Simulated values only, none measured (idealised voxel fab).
Title: Process Module voxel capacitor over wiring
Cross-section cut spans 250 nm and uses square cells 5 nm in size.
How to read a cross-section here: the picture is a grid of square cells, written as bands going from the top down, and any band can span one or more rows of cells.
What a band's entry tells you: where the top is and where the bottom is, as heights in nm, and after that what lies inside, material by material from left to right, each with its width in nm. Empty space is written as the word "empty", and a single material marked with the word "all across" occupies the band from edge to edge.
Heights are expressed relative to 0, this being the level below which the as-received wafer comprises one material exclusively. The lowest band is unbounded in the downward direction and is denoted as in "0 down".
The expression "30->40" gives the width at the extremes of the band, the first number at its top row of cells and the second at its bottom row, with the width changing by equal amounts from each row to the next in between.
What does "remained the same" mean for a step? It means no cell of the cross-section changed in that step.
What "Unvented voids" gives you is every empty space of 8 cells or more that is cut off from the top. Each appears as width x height at distance, with the distance taken from the left edge and width, height and distance all in nm.
Text after the settings on a step's line: the simulator's own remark on that step.
The setting "overlay nm" may be written on the line of a step. When the step uses a mask, the value reports how far to the right of the planned place the mask lay, and a negative value reports that it lay to the left.
Guide to the pairs. Each holds a before and an after cross-section around one process step; the after cross-section is cut off at the lowest band that changed. Look under the pair for the step between them and its settings. Pairs can come from different runs of this module on the same starting wafer, so a pair follows on from the one above it only where its entry headed "Structure before processing" says it does.

STRUCTURE BEFORE PROCESSING
  95 to 75: empty (70); resist (80); empty (100)
  75 to 65: empty (70); resist (5); TiN (70); resist (5); empty (100)
  65 to 60: empty (70); resist (5); SiN (70); resist (5); empty (100)
  60 to 50: TiN all across
  50 to 35: SiO2 (65); Ru (15); SiO2 (170)
  35 to 30: SiCN (75); Ru (5); SiCN (170)
  30 to 15: SiO2 (60); SiCN (5); W (25); SiCN (5); SiO2 (55); SiCN (5); W (25); SiCN (5); SiO2 (65)
  15 to 10: SiCN (65); TiN (25); SiCN (65); TiN (25); SiCN (70)
  10 to 0: SiO2 all across
  0 down: Si all across
  Unvented voids: none

RESULTANT CROSS-SECTION
  95 to 75: empty (70); resist (80); empty (100)
  75 to 65: empty (70); resist (5); TiN (70); resist (5); empty (100)
  65 to 60: empty (70); resist (5); SiN (70); resist (5); empty (100)
  60 to 50: empty (70); TiN (80); empty (100)
  All layers under 50 are left as they were.
  Unvented voids: none
Step that separates the before view from the after view above: DIRECTIONAL_ETCH | etch materials TiN | depth nm 10

Structure before processing: equal to the after panel directly above.

RESULTANT CROSS-SECTION
  75 to 65: empty (75); TiN (70); empty (105)
  65 to 60: empty (75); SiN (70); empty (105)
  All layers under 60 are left as they were.
  Unvented voids: none
Step that separates the before view from the after view above: STRIP | etch materials resist

Structure before processing: equal to the after panel directly above.

RESULTANT CROSS-SECTION
  95 to 75: SiO2 all across
  75 to 65: SiO2 (75); TiN (70); SiO2 (105)
  65 to 60: SiO2 (75); SiN (70); SiO2 (105)
  60 to 50: SiO2 (70); TiN (80); SiO2 (100)
  All layers under 50 are left as they were.
  Unvented voids: none
Step that separates the before view from the after view above: FILL_DEP | material SiO2 | thk nm 20

Structure before processing: equal to the after panel directly above.

RESULTANT CROSS-SECTION
  90 to 75: SiO2 all across
  All layers under 75 are left as they were.
  Unvented voids: none
Step that separates the before view from the after view above: CMP | height nm 90

Structure before processing: equal to the after panel directly above.

RESULTANT CROSS-SECTION
  105 to 90: aC all across
  All layers under 90 are left as they were.
  Unvented voids: none
Step that separates the before view from the after view above: DIRECTIONAL_DEP | material aC | thk nm 15

Structure before processing: equal to the after panel directly above.

RESULTANT CROSS-SECTION
  135 to 105: resist (85); empty (15); resist (150)
  All layers under 105 are left as they were.
  Unvented voids: none
Step that separates the before view from the after view above: PATTERN | tone open | mask id PLUG_2 | material resist | width nm 15 | thk nm 30 | overlay nm 0

Structure before processing: equal to the after panel directly above.

RESULTANT CROSS-SECTION
  120 to 105: resist (85); empty (15); resist (150)
  105 to 90: aC (85); empty (15); aC (150)
  All layers under 90 are left as they were.
  Unvented voids: none
Step that separates the before view from the after view above: DIRECTIONAL_ETCH | etch materials aC | depth nm 15

Structure before processing: equal to the after panel directly above.

RESULTANT CROSS-SECTION
  105 to 90: aC (85); empty (15); aC (150)
  All layers under 90 are left as they were.
  Unvented voids: none
Step that separates the before view from the after view above: STRIP | etch materials resist

Structure before processing: equal to the after panel directly above.

RESULTANT CROSS-SECTION
  105 to 90: aC (85); empty (15); aC (150)
  90 to 75: SiO2 (85); empty (15); SiO2 (150)
  All layers under 75 are left as they were.
  Unvented voids: none
Step that separates the before view from the after view above: DIRECTIONAL_ETCH | etch materials SiO2 | depth nm 15

Structure before processing: equal to the after panel directly above.

RESULTANT CROSS-SECTION
  90 to 75: SiO2 (85); empty (15); SiO2 (150)
  All layers under 75 are left as they were.
  Unvented voids: none
Step that separates the before view from the after view above: STRIP | etch materials aC

Structure before processing: equal to the after panel directly above.

RESULTANT CROSS-SECTION
  95 to 90: TiN (90); empty (5); TiN (155)
  90 to 80: SiO2 (85); TiN (5); empty (5); TiN (5); SiO2 (150)
  80 to 75: SiO2 (85); TiN (15); SiO2 (150)
  All layers under 75 are left as they were.
  Unvented voids: none
Step that separates the before view from the after view above: CONFORMAL_DEP | material TiN | thk nm 5

Structure before processing: equal to the after panel directly above.

RESULTANT CROSS-SECTION
  100 to 95: Ru all across
  95 to 90: TiN (90); Ru (5); TiN (155)
  90 to 80: SiO2 (85); TiN (5); Ru (5); TiN (5); SiO2 (150)
  All layers under 80 are left as they were.
  Unvented voids: none
Step that separates the before view from the after view above: FILL_DEP | material Ru | thk nm 5

Structure before processing: equal to the after panel directly above.

RESULTANT CROSS-SECTION
  90 to 80: SiO2 (85); TiN (5); Ru (5); TiN (5); SiO2 (150)
  All layers under 80 are left as they were.
  Unvented voids: none
Step that separates the before view from the after view above: CMP | height nm 90

Structure before processing: equal to the after panel directly above.

RESULTANT CROSS-SECTION
  95 to 90: SiCN all across
  All layers under 90 are left as they were.
  Unvented voids: none
Step that separates the before view from the after view above: CONFORMAL_DEP | material SiCN | thk nm 5

STRUCTURE BEFORE PROCESSING
  35 to 30: SiCN all across
  30 to 15: SiO2 (60); SiCN (5); W (25); SiCN (5); SiO2 (55); SiCN (5); W (25); SiCN (5); SiO2 (65)
  15 to 10: SiCN (65); TiN (25); SiCN (65); TiN (25); SiCN (70)
  10 to 0: SiO2 all across
  0 down: Si all across
  Unvented voids: none

RESULTANT CROSS-SECTION
  50 to 35: Ru all across
  All layers under 35 are left as they were.
  Unvented voids: none
Step that separates the before view from the after view above: DIRECTIONAL_DEP | material Ru | thk nm 15

Structure before processing: equal to the after panel directly above.

RESULTANT CROSS-SECTION
  60 to 35: Ru all across
  All layers under 35 are left as they were.
  Unvented voids: none
Step that separates the before view from the after view above: EPI | material Ru | thk nm 10

Structure before processing: equal to the after panel directly above.

RESULTANT CROSS-SECTION
  70 to 35: Ru all across
  All layers under 35 are left as they were.
  Unvented voids: none
Step that separates the before view from the after view above: EPI | material Ru | thk nm 10

Structure before processing: equal to the after panel directly above.

RESULTANT CROSS-SECTION
  80 to 70: TiN all across
  All layers under 70 are left as they were.
  Unvented voids: none
Step that separates the before view from the after view above: DIRECTIONAL_DEP | material TiN | thk nm 10

Structure before processing: equal to the after panel directly above.

RESULTANT CROSS-SECTION
  85 to 80: SiN all across
  All layers under 80 are left as they were.
  Unvented voids: none
Step that separates the before view from the after view above: DIRECTIONAL_DEP | material SiN | thk nm 5

Structure before processing: equal to the after panel directly above.

RESULTANT CROSS-SECTION
  95 to 85: TiN all across
  All layers under 85 are left as they were.
  Unvented voids: none
Step that separates the before view from the after view above: DIRECTIONAL_DEP | material TiN | thk nm 10

Structure before processing: equal to the after panel directly above.

RESULTANT CROSS-SECTION
  95 to 85: empty (75); TiN (70); empty (105)
  All layers under 85 are left as they were.
  Unvented voids: none
Step that separates the before view from the after view above: MASKED_ETCH | tone cover | mask id UPPER_PLATE | width nm 70 | etch materials TiN | depth nm 10 | overlay nm 0

Structure before processing: equal to the after panel directly above.

RESULTANT CROSS-SECTION
  95 to 85: empty (75); TiN (70); empty (105)
  85 to 80: empty (75); SiN (70); empty (105)
  All layers under 80 are left as they were.
  Unvented voids: none
Step that separates the before view from the after view above: MASKED_ETCH | tone cover | mask id UPPER_PLATE | width nm 70 | etch materials SiN | depth nm 5 | overlay nm 0

Structure before processing: equal to the after panel directly above.

RESULTANT CROSS-SECTION
  115 to 95: empty (70); resist (80); empty (100)
  95 to 85: empty (70); resist (5); TiN (70); resist (5); empty (100)
  85 to 80: empty (70); resist (5); SiN (70); resist (5); empty (100)
  All layers under 80 are left as they were.
  Unvented voids: none
Step that separates the before view from the after view above: PATTERN | tone cover | mask id LOWER_PLATE | material resist | width nm 80 | thk nm 20 | overlay nm 0

Structure before processing: equal to the after panel directly above.

RESULTANT CROSS-SECTION
  115 to 95: empty (70); resist (80); empty (100)
  95 to 85: empty (70); resist (5); TiN (70); resist (5); empty (100)
  85 to 80: empty (70); resist (5); SiN (70); resist (5); empty (100)
  80 to 70: empty (70); TiN (80); empty (100)
  All layers under 70 are left as they were.
  Unvented voids: none
Step that separates the before view from the after view above: DIRECTIONAL_ETCH | etch materials TiN | depth nm 10

Structure before processing: equal to the after panel directly above.

RESULTANT CROSS-SECTION
  95 to 85: empty (75); TiN (70); empty (105)
  85 to 80: empty (75); SiN (70); empty (105)
  All layers under 80 are left as they were.
  Unvented voids: none
Step that separates the before view from the after view above: STRIP | etch materials resist

Structure before processing: equal to the after panel directly above.

RESULTANT CROSS-SECTION
  115 to 95: SiO2 all across
  95 to 85: SiO2 (75); TiN (70); SiO2 (105)
  85 to 80: SiO2 (75); SiN (70); SiO2 (105)
  80 to 70: SiO2 (70); TiN (80); SiO2 (100)
  All layers under 70 are left as they were.
  Unvented voids: none
Step that separates the before view from the after view above: FILL_DEP | material SiO2 | thk nm 20

Structure before processing: equal to the after panel directly above.

RESULTANT CROSS-SECTION
  90 to 85: SiO2 (75); TiN (70); SiO2 (105)
  All layers under 85 are left as they were.
  Unvented voids: none
Step that separates the before view from the after view above: CMP | height nm 90

Structure before processing: equal to the after panel directly above.

RESULTANT CROSS-SECTION
  105 to 90: aC all across
  All layers under 90 are left as they were.
  Unvented voids: none
Step that separates the before view from the after view above: DIRECTIONAL_DEP | material aC | thk nm 15

Structure before processing: equal to the after panel directly above.

RESULTANT CROSS-SECTION
  135 to 105: resist (85); empty (15); resist (150)
  All layers under 105 are left as they were.
  Unvented voids: none
Step that separates the before view from the after view above: PATTERN | tone open | mask id PLUG_2 | material resist | width nm 15 | thk nm 30 | overlay nm 0

Structure before processing: equal to the after panel directly above.

RESULTANT CROSS-SECTION
  120 to 105: resist (85); empty (15); resist (150)
  105 to 90: aC (85); empty (15); aC (150)
  All layers under 90 are left as they were.
  Unvented voids: none
Step that separates the before view from the after view above: DIRECTIONAL_ETCH | etch materials aC | depth nm 15

Structure before processing: equal to the after panel directly above.

RESULTANT CROSS-SECTION
  105 to 90: aC (85); empty (15); aC (150)
  All layers under 90 are left as they were.
  Unvented voids: none
Step that separates the before view from the after view above: STRIP | etch materials resist

Structure before processing: equal to the after panel directly above.

RESULTANT CROSS-SECTION
  90 to 85: SiO2 (75); TiN (70); SiO2 (105)
  All layers under 85 are left as they were.
  Unvented voids: none
Step that separates the before view from the after view above: STRIP | etch materials aC

Structure before processing: equal to the after panel directly above.

RESULTANT CROSS-SECTION
  95 to 90: TiN all across
  All layers under 90 are left as they were.
  Unvented voids: none
Step that separates the before view from the after view above: CONFORMAL_DEP | material TiN | thk nm 5

Structure before processing: equal to the after panel directly above.

RESULTANT CROSS-SECTION
  100 to 95: Ru all across
  All layers under 95 are left as they were.
  Unvented voids: none
Step that separates the before view from the after view above: FILL_DEP | material Ru | thk nm 5

Structure before processing: equal to the after panel directly above.

RESULTANT CROSS-SECTION
  90 to 85: SiO2 (75); TiN (70); SiO2 (105)
  All layers under 85 are left as they were.
  Unvented voids: none
Step that separates the before view from the after view above: CMP | height nm 90

Structure before processing: equal to the after panel directly above.

RESULTANT CROSS-SECTION
  95 to 90: SiCN all across
  All layers under 90 are left as they were.
  Unvented voids: none
Step that separates the before view from the after view above: CONFORMAL_DEP | material SiCN | thk nm 5

STRUCTURE BEFORE PROCESSING
  40 to 30: aC all across
  30 to 15: W all across
  15 to 10: TiN all across
  10 to 0: SiO2 all across
  0 down: Si all across
  Unvented voids: none

RESULTANT CROSS-SECTION
  65 to 40: resist (65); empty (25); resist (65); empty (25); resist (70)
  All layers under 40 are left as they were.
  Unvented voids: none
Step that separates the before view from the after view above: PATTERN | tone open | mask id METAL_1 | material resist | width nm 25 | pitch nm 90 | thk nm 25 | overlay nm 0

Structure before processing: equal to the after panel directly above.

RESULTANT CROSS-SECTION
  55 to 40: resist (65); empty (25); resist (65); empty (25); resist (70)
  40 to 30: aC (65); empty (25); aC (65); empty (25); aC (70)
  All layers under 30 are left as they were.
  Unvented voids: none
Step that separates the before view from the after view above: DIRECTIONAL_ETCH | etch materials aC | depth nm 10

Structure before processing: equal to the after panel directly above.

RESULTANT CROSS-SECTION
  40 to 30: aC (65); empty (25); aC (65); empty (25); aC (70)
  All layers under 30 are left as they were.
  Unvented voids: none
Step that separates the before view from the after view above: STRIP | etch materials resist

Structure before processing: equal to the after panel directly above.

RESULTANT CROSS-SECTION
  40 to 30: aC (65); empty (25); aC (65); empty (25); aC (70)
  30 to 15: W (65); empty (25); W (65); empty (25); W (70)
  All layers under 15 are left as they were.
  Unvented voids: none
Step that separates the before view from the after view above: DIRECTIONAL_ETCH | etch materials W | depth nm 15

Structure before processing: equal to the after panel directly above.

RESULTANT CROSS-SECTION
  40 to 30: aC (65); empty (25); aC (65); empty (25); aC (70)
  30 to 15: W (65); empty (25); W (65); empty (25); W (70)
  15 to 10: TiN (65); empty (25); TiN (65); empty (25); TiN (70)
  All layers under 10 are left as they were.
  Unvented voids: none
Step that separates the before view from the after view above: DIRECTIONAL_ETCH | etch materials TiN | depth nm 5

Structure before processing: equal to the after panel directly above.

RESULTANT CROSS-SECTION
  30 to 15: W (65); empty (25); W (65); empty (25); W (70)
  All layers under 15 are left as they were.
  Unvented voids: none
Step that separates the before view from the after view above: STRIP | etch materials aC

Structure before processing: equal to the after panel directly above.

RESULTANT CROSS-SECTION
  35 to 30: SiCN (70); empty (15); SiCN (75); empty (15); SiCN (75)
  30 to 15: W (65); SiCN (5); empty (15); SiCN (5); W (65); SiCN (5); empty (15); SiCN (5); W (70)
  15 to 10: TiN (65); SiCN (25); TiN (65); SiCN (25); TiN (70)
  All layers under 10 are left as they were.
  Unvented voids: none
Step that separates the before view from the after view above: CONFORMAL_DEP | material SiCN | thk nm 5

Structure before processing: equal to the after panel directly above.

RESULTANT CROSS-SECTION
  40 to 35: SiO2 all across
  35 to 30: SiCN (70); SiO2 (15); SiCN (75); SiO2 (15); SiCN (75)
  30 to 15: W (65); SiCN (5); SiO2 (15); SiCN (5); W (65); SiCN (5); SiO2 (15); SiCN (5); W (70)
  All layers under 15 are left as they were.
  Unvented voids: none
Step that separates the before view from the after view above: FILL_DEP | material SiO2 | thk nm 5

Structure before processing: equal to the after panel directly above.

RESULTANT CROSS-SECTION
  30 to 15: W (65); SiCN (5); SiO2 (15); SiCN (5); W (65); SiCN (5); SiO2 (15); SiCN (5); W (70)
  All layers under 15 are left as they were.
  Unvented voids: none
Step that separates the before view from the after view above: CMP | height nm 30

Structure before processing: equal to the after panel directly above.

RESULTANT CROSS-SECTION
  35 to 30: SiCN all across
  All layers under 30 are left as they were.
  Unvented voids: none
Step that separates the before view from the after view above: CONFORMAL_DEP | material SiCN | thk nm 5

Structure before processing: equal to the after panel directly above.

RESULTANT CROSS-SECTION
  50 to 35: SiO2 all across
  All layers under 35 are left as they were.
  Unvented voids: none
Step that separates the before view from the after view above: DIRECTIONAL_DEP | material SiO2 | thk nm 15

Structure before processing: equal to the after panel directly above.

RESULTANT CROSS-SECTION
  50 to 35: SiO2 (75); empty (15); SiO2 (160)
  All layers under 35 are left as they were.
  Unvented voids: none
Step that separates the before view from the after view above: MASKED_ETCH | tone open | mask id PLUG_1 | width nm 15 | etch materials SiO2 | depth nm 15 | overlay nm 0

Structure before processing: equal to the after panel directly above.

RESULTANT CROSS-SECTION
  50 to 35: SiO2 (75); empty (15); SiO2 (160)
  35 to 30: SiCN (75); empty (15); SiCN (160)
  All layers under 30 are left as they were.
  Unvented voids: none
Step that separates the before view from the after view above: MASKED_ETCH | tone open | mask id PLUG_1 | width nm 15 | etch materials SiCN | depth nm 5 | overlay nm 0

Structure before processing: equal to the after panel directly above.

RESULTANT CROSS-SECTION
  60 to 50: TiN (75); empty (15); TiN (160)
  50 to 40: SiO2 (75); empty (15); SiO2 (160)
  40 to 35: SiO2 (75); TiN (15); SiO2 (160)
  35 to 30: SiCN (75); TiN (15); SiCN (160)
  All layers under 30 are left as they were.
  Unvented voids: none
Step that separates the before view from the after view above: DIRECTIONAL_DEP | material TiN | thk nm 10

Structure before processing: equal to the after panel directly above.

RESULTANT CROSS-SECTION
  65 to 60: SiN (75); empty (15); SiN (160)
  60 to 50: TiN (75); empty (15); TiN (160)
  50 to 45: SiO2 (75); empty (15); SiO2 (160)
  45 to 40: SiO2 (75); SiN (15); SiO2 (160)
  All layers under 40 are left as they were.
  Unvented voids: none
Step that separates the before view from the after view above: DIRECTIONAL_DEP | material SiN | thk nm 5

Structure before processing: equal to the after panel directly above.

RESULTANT CROSS-SECTION
  75 to 65: TiN (75); empty (15); TiN (160)
  65 to 60: SiN (75); empty (15); SiN (160)
  60 to 55: TiN (75); empty (15); TiN (160)
  55 to 50: TiN all across
  50 to 45: SiO2 (75); TiN (15); SiO2 (160)
  All layers under 45 are left as they were.
  Unvented voids: none
Step that separates the before view from the after view above: DIRECTIONAL_DEP | material TiN | thk nm 10

Structure before processing: equal to the after panel directly above.

RESULTANT CROSS-SECTION
  75 to 65: empty (90); TiN (55); empty (105)
  All layers under 65 are left as they were.
  Unvented voids: none
Step that separates the before view from the after view above: MASKED_ETCH | tone cover | mask id UPPER_PLATE | width nm 70 | etch materials TiN | depth nm 10 | overlay nm 0

Structure before processing: equal to the after panel directly above.

RESULTANT CROSS-SECTION
  75 to 65: empty (90); TiN (55); empty (105)
  65 to 60: empty (90); SiN (55); empty (105)
  All layers under 60 are left as they were.
  Unvented voids: none
Step that separates the before view from the after view above: MASKED_ETCH | tone cover | mask id UPPER_PLATE | width nm 70 | etch materials SiN | depth nm 5 | overlay nm 0

Structure before processing: equal to the after panel directly above.

RESULTANT CROSS-SECTION
  95 to 75: empty (70); resist (80); empty (100)
  75 to 65: empty (70); resist (20); TiN (55); resist (5); empty (100)
  65 to 60: empty (70); resist (20); SiN (55); resist (5); empty (100)
  60 to 55: TiN (75); resist (15); TiN (160)
  All layers under 55 are left as they were.
  Unvented voids: none
Step that separates the before view from the after view above: PATTERN | tone cover | mask id LOWER_PLATE | material resist | width nm 80 | thk nm 20 | overlay nm 0

Structure before processing: equal to the after panel directly above.

RESULTANT CROSS-SECTION
  95 to 75: empty (70); resist (80); empty (100)
  75 to 65: empty (70); resist (20); TiN (55); resist (5); empty (100)
  65 to 60: empty (70); resist (20); SiN (55); resist (5); empty (100)
  60 to 55: empty (70); TiN (5); resist (15); TiN (60); empty (100)
  55 to 50: empty (70); TiN (80); empty (100)
  All layers under 50 are left as they were.
  Unvented voids: none
Step that separates the before view from the after view above: DIRECTIONAL_ETCH | etch materials TiN | depth nm 10

Structure before processing: equal to the after panel directly above.

RESULTANT CROSS-SECTION
  75 to 65: empty (90); TiN (55); empty (105)
  65 to 60: empty (90); SiN (55); empty (105)
  60 to 55: empty (70); TiN (5); empty (15); TiN (60); empty (100)
  All layers under 55 are left as they were.
  Unvented voids: none
Step that separates the before view from the after view above: STRIP | etch materials resist

Structure before processing: equal to the after panel directly above.

RESULTANT CROSS-SECTION
  95 to 75: SiO2 all across
  75 to 65: SiO2 (90); TiN (55); SiO2 (105)
  65 to 60: SiO2 (90); SiN (55); SiO2 (105)
  60 to 55: SiO2 (70); TiN (5); SiO2 (15); TiN (60); SiO2 (100)
  55 to 45: SiO2 (70->75); TiN (80->15); SiO2 (100->160)
  All layers under 45 are left as they were.
  Unvented voids: none
Step that separates the before view from the after view above: FILL_DEP | material SiO2 | thk nm 20

Structure before processing: equal to the after panel directly above.

RESULTANT CROSS-SECTION
  90 to 75: SiO2 all across
  All layers under 75 are left as they were.
  Unvented voids: none
Step that separates the before view from the after view above: CMP | height nm 90

Structure before processing: equal to the after panel directly above.

RESULTANT CROSS-SECTION
  105 to 90: aC all across
  All layers under 90 are left as they were.
  Unvented voids: none
Step that separates the before view from the after view above: DIRECTIONAL_DEP | material aC | thk nm 15

Structure before processing: equal to the after panel directly above.

RESULTANT CROSS-SECTION
  135 to 105: resist (85); empty (15); resist (150)
  All layers under 105 are left as they were.
  Unvented voids: none
Step that separates the before view from the after view above: PATTERN | tone open | mask id PLUG_2 | material resist | width nm 15 | thk nm 30 | overlay nm 0

Structure before processing: equal to the after panel directly above.

RESULTANT CROSS-SECTION
  120 to 105: resist (85); empty (15); resist (150)
  105 to 90: aC (85); empty (15); aC (150)
  All layers under 90 are left as they were.
  Unvented voids: none
Step that separates the before view from the after view above: DIRECTIONAL_ETCH | etch materials aC | depth nm 15

Structure before processing: equal to the after panel directly above.

RESULTANT CROSS-SECTION
  105 to 90: aC (85); empty (15); aC (150)
  All layers under 90 are left as they were.
  Unvented voids: none
Step that separates the before view from the after view above: STRIP | etch materials resist

Structure before processing: equal to the after panel directly above.

RESULTANT CROSS-SECTION
  105 to 90: aC (85); empty (15); aC (150)
  90 to 75: SiO2 (85); empty (15); SiO2 (150)
  All layers under 75 are left as they were.
  Unvented voids: none
Step that separates the before view from the after view above: DIRECTIONAL_ETCH | etch materials SiO2 | depth nm 15

Structure before processing: equal to the after panel directly above.

RESULTANT CROSS-SECTION
  90 to 75: SiO2 (85); empty (15); SiO2 (150)
  All layers under 75 are left as they were.
  Unvented voids: none
Step that separates the before view from the after view above: STRIP | etch materials aC

Structure before processing: equal to the after panel directly above.

RESULTANT CROSS-SECTION
  95 to 90: TiN (90); empty (5); TiN (155)
  90 to 80: SiO2 (85); TiN (5); empty (5); TiN (5); SiO2 (150)
  80 to 75: SiO2 (85); TiN (15); SiO2 (150)
  All layers under 75 are left as they were.
  Unvented voids: none
Step that separates the before view from the after view above: CONFORMAL_DEP | material TiN | thk nm 5

Structure before processing: equal to the after panel directly above.

RESULTANT CROSS-SECTION
  100 to 95: Ru all across
  95 to 90: TiN (90); Ru (5); TiN (155)
  90 to 80: SiO2 (85); TiN (5); Ru (5); TiN (5); SiO2 (150)
  All layers under 80 are left as they were.
  Unvented voids: none
Step that separates the before view from the after view above: FILL_DEP | material Ru | thk nm 5

Structure before processing: equal to the after panel directly above.

RESULTANT CROSS-SECTION
  90 to 80: SiO2 (85); TiN (5); Ru (5); TiN (5); SiO2 (150)
  All layers under 80 are left as they were.
  Unvented voids: none
Step that separates the before view from the after view above: CMP | height nm 90

Structure before processing: equal to the after panel directly above.

RESULTANT CROSS-SECTION
  95 to 90: SiCN all across
  All layers under 90 are left as they were.
  Unvented voids: none
Step that separates the before view from the after view above: CONFORMAL_DEP | material SiCN | thk nm 5
